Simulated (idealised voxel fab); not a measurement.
The process module that follows is named voxel trench capacitor.
185 nm wide, 5 nm square cells: that's cross-section cut.
A cross-section is written here as square cells arranged in a grid, and it is given in bands from the top down, each band taking up one or more rows of cells.
This entry defines a band. It first specifies the height of the band's top and the height of its bottom in nm, and then specifies the band's materials from left to right, stating each material with its width in nm. The word "everywhere" identifies a single material that fills the band from edge to edge, while the word "blank" identifies empty space.
Heights are expressed relative to 0, this being the level below which the as-received wafer comprises one material exclusively. The lowest band is unbounded in the downward direction and is denoted as in "z 0 and below".
The two numbers in a width such as "30->40" mark its ends across the band: the first belongs to the top row of cells, the second to the bottom row, and from each row to the next the width moves by the same amount.
"nothing was modified" -> step changed no cross-section cell.
Basically, "Closed void inventory" tells you about the enclosed voids: empty spaces with no open way to the top, 8 cells or bigger, each written width x height at distance, where distance is from the left edge, all in nm.
It should be noted that, on the line of a given step, the content following the step's settings is a remark produced by the simulator itself with respect to that step.
When a step includes a mask, the "overlay nm" setting on its line states how far to the right of its planned place that mask lay, and negative values state how far to the left.

Below is the list of planned process steps
| 1 | RECEIVE [material Si] |
| 2 | CONFORMAL_DEP [material SiN] [thk nm 5] |
| 3 | DIRECTIONAL_DEP [material aC] [thk nm 10] |
| 4 | PATTERN [tone open] [mask id TRENCH] [material resist] [width nm 20] [pitch nm 45] [thk nm 25] [overlay nm 0] |
| 5 | DIRECTIONAL_ETCH [etch materials aC] [depth nm 10] |
| 6 | STRIP [etch materials resist] |
| 7 | DIRECTIONAL_ETCH [etch materials SiN] [depth nm 5] |
| 8 | DIRECTIONAL_ETCH [etch materials Si] [depth nm 40] |
| 9 | STRIP [etch materials aC] |
| 10 | CONFORMAL_DEP [material Al2O3] [thk nm 5] |
| 11 | FILL_DEP [material polySi] [thk nm 10] |
| 12 | CMP [height nm 5] |

Delivered wafer in cross-section: state after step 1
  z 0 and below: Si everywhere
  Closed void inventory: none

The cross-section shown corresponds to the wafer at the conclusion of the module. The initial structure and the process plan are those presented above; however, one mistake occurred in executing the plan
  z 5 to 0: SiN 20, Al2O3 5, polySi 5, Al2O3 5, SiN 30, Al2O3 5, polySi 5, Al2O3 5, SiN 30, Al2O3 5, polySi 5, Al2O3 5, SiN 30, Al2O3 5, polySi 5, Al2O3 5, SiN 15
  z 0 to -35: Si 20, Al2O3 5, polySi 5, Al2O3 5, Si 30, Al2O3 5, polySi 5, Al2O3 5, Si 30, Al2O3 5, polySi 5, Al2O3 5, Si 30, Al2O3 5, polySi 5, Al2O3 5, Si 15
  z -35 to -40: Si 20, Al2O3 15, Si 30, Al2O3 15, Si 30, Al2O3 15, Si 30, Al2O3 15, Si 15
  z -40 and below: Si everywhere
  Closed void inventory: none
Deviation from plan: contrary to plan, step 4 was performed as PATTERN [tone open] [mask id TRENCH] [material resist] [width nm 15] [pitch nm 45] [thk nm 25] [overlay nm 0]
